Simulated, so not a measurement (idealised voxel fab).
process module | voxel spacer lines
cross-section cut | 180 nm wide | cells 5 nm
A cross-section is a grid of square cells, given in bands from the top down. A band is one or more rows of cells.
Each band's line starts with the height of the band's top and of its bottom, in nm. Then come its materials from left to right, each with its width in nm. One material with "throughout" fills the band from edge to edge. "air" is empty space.
Height 0 is the level under which the wafer as received is all one material. The lowest band goes on downwards, as in "0 down".
A width such as "30 to 40" changes by the same amount from each row of cells to the next, from the band's top row to its bottom row.
"no change" after a step means that no cell of the cross-section changed.
closed voids: empty space of 8 cells or more with no open way to the top, each as width x height at its distance from the left edge, in nm
after a step's settings: what the simulator itself notes on the step
overlay nm, on a step with a mask: how far to the right of its planned place the mask lay; to the left if negative
plan
1 op RECEIVE | material Si
2 op CONFORMAL_DEP | material Al2O3 | thk nm 5
3 op DIRECTIONAL_DEP | material TiN | thk nm 15
4 op DIRECTIONAL_DEP | material polySi | thk nm 25
5 op PATTERN | tone cover | mask id MANDREL | material resist | width nm 15 | pitch nm 80 | thk nm 30 | overlay nm 0
6 op DIRECTIONAL_ETCH | etch materials polySi | depth nm 25
7 op STRIP | etch materials resist
8 op CONFORMAL_DEP | material SiO2 | thk nm 15
9 op DIRECTIONAL_ETCH | etch materials SiO2 | depth nm 15
10 op STRIP | etch materials polySi
11 op DIRECTIONAL_ETCH | etch materials TiN | depth nm 15
12 op STRIP | etch materials SiO2
varied across the wafers: width nm of step 5. The plan shows the first wafer's value. All wafers start alike
first wafer as received, after step 1
  0 down: Si throughout
  closed voids: none
each wafer at the end: cells of each material gained (+) or lost (-) since it was received, then its closed voids
width nm 15 | +36 Al2O3 | +36 TiN | closed voids: none
width nm 20 | +36 Al2O3 | +36 TiN | closed voids: none
width nm 25 | +36 Al2O3 | +36 TiN | closed voids: none
width nm 30 | +36 Al2O3 | +36 TiN | closed voids: none
width nm 35 | +36 Al2O3 | +36 TiN | closed voids: none
width nm 40 | +36 Al2O3 | +36 TiN | closed voids: none
